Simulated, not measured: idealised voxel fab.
The name of this process module is voxel capacitor over wiring.
Shown is cross-section cut, with a width of 280 nm and square cells of size 5 nm.
A cross-section in this document is a grid of square cells, and it is written down as bands, the top band listed before the ones below it; a band is made up of one or more rows of cells.
This entry defines a band. It first specifies the height of the band's top and the height of its bottom in nm, and then specifies the band's materials from left to right, stating each material with its width in nm. The word "everywhere" identifies a single material that fills the band from edge to edge, while the word "air" identifies empty space.
Ref level 0: as-received wafer is one material below here. Bottom band extends down with no lower bound ("from 0 down").
Width: "30 to 40" (first number = top row, second number = bottom row, same change from row to row of cells).
Take "nothing changed" at face value: in the step it is given for, the cross-section changed in none of its cells.
Closed-off voids of 8+ cells (no open route to the top) go in "Closed internal voids", written width x height at distance from the left edge, in nm.
The remark found on a step's line after its settings is issued by the simulator itself and pertains to that step.
overlay nm: how far to the right of its planned place the mask lay on this masked step (negative: to the left).
-- Listed below are the process steps as planned
1 RECEIVE with material Si
2 CONFORMAL_DEP with material SiO2, thk nm 15
3 DIRECTIONAL_DEP with material TiN, thk nm 5
4 DIRECTIONAL_DEP with material W, thk nm 15
5 DIRECTIONAL_DEP with material aC, thk nm 10
6 PATTERN with tone cover, mask id METAL_1, material resist, width nm 20, pitch nm 70, thk nm 30, overlay nm 0
7 DIRECTIONAL_ETCH with etch materials aC, depth nm 10
8 STRIP with etch materials resist
9 DIRECTIONAL_ETCH with etch materials W, depth nm 15
10 DIRECTIONAL_ETCH with etch materials TiN, depth nm 5
11 STRIP with etch materials aC
12 FILL_DEP with material SiO2, thk nm 5
13 CMP with height nm 35
14 CONFORMAL_DEP with material SiCN, thk nm 5
15 DIRECTIONAL_DEP with material SiO2, thk nm 15
16 MASKED_ETCH with tone open, mask id PLUG_1, width nm 15, etch materials SiO2, depth nm 15, overlay nm 0
17 MASKED_ETCH with tone open, mask id PLUG_1, width nm 15, etch materials SiCN, depth nm 5, overlay nm 0
18 EPI with material Ru, thk nm 10
19 EPI with material Ru, thk nm 10
20 DIRECTIONAL_DEP with material TiN, thk nm 10
21 DIRECTIONAL_DEP with material SiN, thk nm 5
22 DIRECTIONAL_DEP with material TiN, thk nm 5
23 PATTERN with tone cover, mask id UPPER_PLATE, material resist, width nm 55, thk nm 20, overlay nm 0
24 DIRECTIONAL_ETCH with etch materials TiN, depth nm 5
25 DIRECTIONAL_ETCH with etch materials SiN, depth nm 5
26 STRIP with etch materials resist
27 DIRECTIONAL_DEP with material aC, thk nm 10
28 PATTERN with tone cover, mask id LOWER_PLATE, material resist, width nm 65, thk nm 25, overlay nm 0
29 DIRECTIONAL_ETCH with etch materials aC, depth nm 10
30 STRIP with etch materials resist
31 DIRECTIONAL_ETCH with etch materials TiN, depth nm 10
32 STRIP with etch materials aC
33 FILL_DEP with material SiO2, thk nm 20
34 CMP with height nm 90
35 PATTERN with tone open, mask id PLUG_2, material resist, width nm 15, thk nm 15, overlay nm 0
36 DIRECTIONAL_ETCH with etch materials SiO2, depth nm 15
37 STRIP with etch materials resist
38 CONFORMAL_DEP with material TiN, thk nm 5
39 FILL_DEP with material W, thk nm 10
40 CMP with height nm 90
41 CONFORMAL_DEP with material SiN, thk nm 5
-- First of the two wafers, run per plan
-- Cross-sectional view of the wafer in its as-received condition, corresponding to the state after step 1
* from 0 down: Si everywhere
* Closed internal voids: none
-- Cross-section: wafer state after step 2
* from 15 to 0: SiO2 everywhere
* Below a height of 0, the structure has not been altered.
-- Cross-section: wafer state after step 3
* from 20 to 15: TiN everywhere
* Below a height of 15, the structure has not been altered.
-- Cross-section: wafer state after step 4
* from 35 to 20: W everywhere
* Below a height of 20, the structure has not been altered.
-- Cross-section: wafer state after step 5
* from 45 to 35: aC everywhere
* Below a height of 35, the structure has not been altered.
-- Cross-section: wafer state after step 6
* from 75 to 45: air=95  resist=20  air=50  resist=20  air=95
* Below a height of 45, the structure has not been altered.
-- Cross-section: wafer state after step 7
* from 65 to 45: air=95  resist=20  air=50  resist=20  air=95
* from 45 to 35: air=95  aC=20  air=50  aC=20  air=95
* Below a height of 35, the structure has not been altered.
-- Cross-section: wafer state after step 8
* from 45 to 35: air=95  aC=20  air=50  aC=20  air=95
* Below a height of 35, the structure has not been altered.
-- Cross-section: wafer state after step 9
* from 45 to 35: air=95  aC=20  air=50  aC=20  air=95
* from 35 to 20: air=95  W=20  air=50  W=20  air=95
* Below a height of 20, the structure has not been altered.
-- Cross-section: wafer state after step 10
* from 45 to 35: air=95  aC=20  air=50  aC=20  air=95
* from 35 to 20: air=95  W=20  air=50  W=20  air=95
* from 20 to 15: air=95  TiN=20  air=50  TiN=20  air=95
* Below a height of 15, the structure has not been altered.
-- Cross-section: wafer state after step 11
* from 35 to 20: air=95  W=20  air=50  W=20  air=95
* Below a height of 20, the structure has not been altered.
-- Cross-section: wafer state after step 12
* from 40 to 35: SiO2 everywhere
* from 35 to 20: SiO2=95  W=20  SiO2=50  W=20  SiO2=95
* from 20 to 15: SiO2=95  TiN=20  SiO2=50  TiN=20  SiO2=95
* Below a height of 15, the structure has not been altered.
-- Cross-section: wafer state after step 13
* from 35 to 20: SiO2=95  W=20  SiO2=50  W=20  SiO2=95
* Below a height of 20, the structure has not been altered.
-- Cross-section: wafer state after step 14
* from 40 to 35: SiCN everywhere
* Below a height of 35, the structure has not been altered.
-- Cross-section: wafer state after step 15
* from 55 to 40: SiO2 everywhere
* Below a height of 40, the structure has not been altered.
-- Cross-section: wafer state after step 16
* from 55 to 40: SiO2=100  air=15  SiO2=165
* Below a height of 40, the structure has not been altered.
-- Cross-section: wafer state after step 17
* from 55 to 40: SiO2=100  air=15  SiO2=165
* from 40 to 35: SiCN=100  air=15  SiCN=165
* Below a height of 35, the structure has not been altered.
-- Cross-section: wafer state after step 18
* from 55 to 45: SiO2=100  air=15  SiO2=165
* from 45 to 40: SiO2=100  Ru=15  SiO2=165
* from 40 to 35: SiCN=100  Ru=15  SiCN=165
* Below a height of 35, the structure has not been altered.
-- Cross-section: wafer state after step 19
* from 55 to 40: SiO2=100  Ru=15  SiO2=165
* Below a height of 40, the structure has not been altered.
-- Cross-section: wafer state after step 20
* from 65 to 55: TiN everywhere
* Below a height of 55, the structure has not been altered.
-- Cross-section: wafer state after step 21
* from 70 to 65: SiN everywhere
* Below a height of 65, the structure has not been altered.
-- Cross-section: wafer state after step 22
* from 75 to 70: TiN everywhere
* Below a height of 70, the structure has not been altered.
-- Cross-section: wafer state after step 23
* from 95 to 75: air=100  resist=55  air=125
* Below a height of 75, the structure has not been altered.
-- Cross-section: wafer state after step 24
* from 95 to 75: air=100  resist=55  air=125
* from 75 to 70: air=100  TiN=55  air=125
* Below a height of 70, the structure has not been altered.
-- Cross-section: wafer state after step 25
* from 95 to 75: air=100  resist=55  air=125
* from 75 to 70: air=100  TiN=55  air=125
* from 70 to 65: air=100  SiN=55  air=125
* Below a height of 65, the structure has not been altered.
-- Cross-section: wafer state after step 26
* from 75 to 70: air=100  TiN=55  air=125
* Below a height of 70, the structure has not been altered.
-- Cross-section: wafer state after step 27
* from 85 to 75: air=100  aC=55  air=125
* from 75 to 70: aC=100  TiN=55  aC=125
* from 70 to 65: aC=100  SiN=55  aC=125
* Below a height of 65, the structure has not been altered.
-- Cross-section: wafer state after step 28
* from 110 to 85: air=95  resist=65  air=120
* from 85 to 75: air=95  resist=5  aC=55  resist=5  air=120
* Below a height of 75, the structure has not been altered.
-- Cross-section: wafer state after step 29
* from 100 to 85: air=95  resist=65  air=120
* from 85 to 75: air=95  resist=5  aC=55  resist=5  air=120
* from 75 to 70: air=95  aC=5  TiN=55  aC=5  air=120
* from 70 to 65: air=95  aC=5  SiN=55  aC=5  air=120
* Below a height of 65, the structure has not been altered.
-- Cross-section: wafer state after step 30
* from 85 to 75: air=100  aC=55  air=125
* Below a height of 75, the structure has not been altered.
-- Cross-section: wafer state after step 31
* from 85 to 75: air=100  aC=55  air=125
* from 75 to 70: air=95  aC=5  TiN=55  aC=5  air=120
* from 70 to 65: air=95  aC=5  SiN=55  aC=5  air=120
* from 65 to 55: air=95  TiN=65  air=120
* Below a height of 55, the structure has not been altered.
-- Cross-section: wafer state after step 32
* from 75 to 70: air=100  TiN=55  air=125
* from 70 to 65: air=100  SiN=55  air=125
* Below a height of 65, the structure has not been altered.
-- Cross-section: wafer state after step 33
* from 95 to 75: SiO2 everywhere
* from 75 to 70: SiO2=100  TiN=55  SiO2=125
* from 70 to 65: SiO2=100  SiN=55  SiO2=125
* from 65 to 55: SiO2=95  TiN=65  SiO2=120
* Below a height of 55, the structure has not been altered.
-- Cross-section: wafer state after step 34
* from 90 to 75: SiO2 everywhere
* Below a height of 75, the structure has not been altered.
-- Cross-section: wafer state after step 35
* from 105 to 90: resist=110  air=15  resist=155
* Below a height of 90, the structure has not been altered.
-- Cross-section: wafer state after step 36
* from 105 to 90: resist=110  air=15  resist=155
* from 90 to 75: SiO2=110  air=15  SiO2=155
* Below a height of 75, the structure has not been altered.
-- Cross-section: wafer state after step 37
* from 90 to 75: SiO2=110  air=15  SiO2=155
* Below a height of 75, the structure has not been altered.
-- Cross-section: wafer state after step 38
* from 95 to 90: TiN=115  air=5  TiN=160
* from 90 to 80: SiO2=110  TiN=5  air=5  TiN=5  SiO2=155
* from 80 to 70: SiO2=110 to 100  TiN=15 to 55  SiO2=155 to 125
* Below a height of 70, the structure has not been altered.
-- Cross-section: wafer state after step 39
* from 105 to 95: W everywhere
* from 95 to 90: TiN=115  W=5  TiN=160
* from 90 to 80: SiO2=110  TiN=5  W=5  TiN=5  SiO2=155
* Below a height of 80, the structure has not been altered.
-- Cross-section: wafer state after step 40
* from 90 to 80: SiO2=110  TiN=5  W=5  TiN=5  SiO2=155
* Below a height of 80, the structure has not been altered.
-- Cross-section: wafer state after step 41
* from 95 to 90: SiN everywhere
* Below a height of 90, the structure has not been altered.
-- Regarding the second of the two wafers: it shared the first wafer's starting condition and process plan, yet one error occurred during its execution. Its history coincides with that of the first wafer up to and including step 40
-- Cross-section: second wafer, time at which step 41 was scheduled to end
* from 95 to 90: W everywhere
* Below a height of 90, the structure has not been altered.
Finding, execution versus plan: step 41 did not use the planned setting and instead ran as CONFORMAL_DEP with material W, thk nm 5
In the final state, the cell counts of the second wafer exceed or fall short of those of the first for the following materials: SiN: 56 fewer; W: 56 more
